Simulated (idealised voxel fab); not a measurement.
process module | voxel self aligned contacts
cross-section cut | 260 nm wide | cells 5 nm
A cross-section is a grid of square cells, given in bands from the top down. A band is one or more rows of cells.
Each band's line starts with the height of the band's top and of its bottom, in nm. Then come its materials from left to right, each with its width in nm. One material with "throughout" fills the band from edge to edge. "air" is empty space.
Height 0 is the level under which the wafer as received is all one material. The lowest band goes on downwards, as in "0 down".
A width such as "30 to 40" changes by the same amount from each row of cells to the next, from the band's top row to its bottom row.
"no change" after a step means that no cell of the cross-section changed.
closed voids: empty space of 8 cells or more with no open way to the top, each as width x height at its distance from the left edge, in nm
after a step's settings: what the simulator itself notes on the step
overlay nm, on a step with a mask: how far to the right of its planned place the mask lay; to the left if negative
plan
1 op RECEIVE | material Si
2 op CONFORMAL_DEP | material SiO2 | thk nm 5
3 op DIRECTIONAL_DEP | material polySi | thk nm 30
4 op DIRECTIONAL_DEP | material SiN | thk nm 25
5 op MASKED_ETCH | tone cover | mask id GATE | width nm 15 | pitch nm 60 | etch materials SiN | depth nm 25 | overlay nm 0
6 op MASKED_ETCH | tone cover | mask id GATE | width nm 25 | pitch nm 60 | etch materials polySi | depth nm 30 | overlay nm 0
7 op CONFORMAL_DEP | material SiN | thk nm 10
8 op DIRECTIONAL_ETCH | etch materials SiN | depth nm 10
9 op FILL_DEP | material SiO2 | thk nm 15
10 op CMP | height nm 65
11 op MASKED_ETCH | tone open | mask id CONTACT | width nm 45 | pitch nm 60 | etch materials SiO2 | depth nm 65 | overlay nm 0
12 op CONFORMAL_DEP | material TiN | thk nm 5
13 op FILL_DEP | material W | thk nm 5
14 op CMP | height nm 65
15 op CONFORMAL_DEP | material SiCN | thk nm 5
varied across the wafers: width nm of step 5. The plan shows the first wafer's value. All wafers start alike
first wafer as received, after step 1
  0 down: Si throughout
  closed voids: none
each wafer at the end: cells of each material gained (+) or lost (-) since it was received, then its closed voids
width nm 15 | +52 SiCN | +177 SiN | +299 SiO2 | +66 TiN | +44 W | +90 polySi | closed voids: none
width nm 20 | +52 SiCN | +192 SiN | +294 SiO2 | +66 TiN | +34 W | +90 polySi | closed voids: none
width nm 25 | +52 SiCN | +207 SiN | +289 SiO2 | +66 TiN | +24 W | +90 polySi | closed voids: none
width nm 30 | +52 SiCN | +222 SiN | +280 SiO2 | +66 TiN | +108 polySi | closed voids: none
width nm 35 | +52 SiCN | +237 SiN | +271 SiO2 | +42 TiN | +126 polySi | closed voids: none
width nm 40 | +52 SiCN | +252 SiN | +262 SiO2 | +18 TiN | +144 polySi | closed voids: none
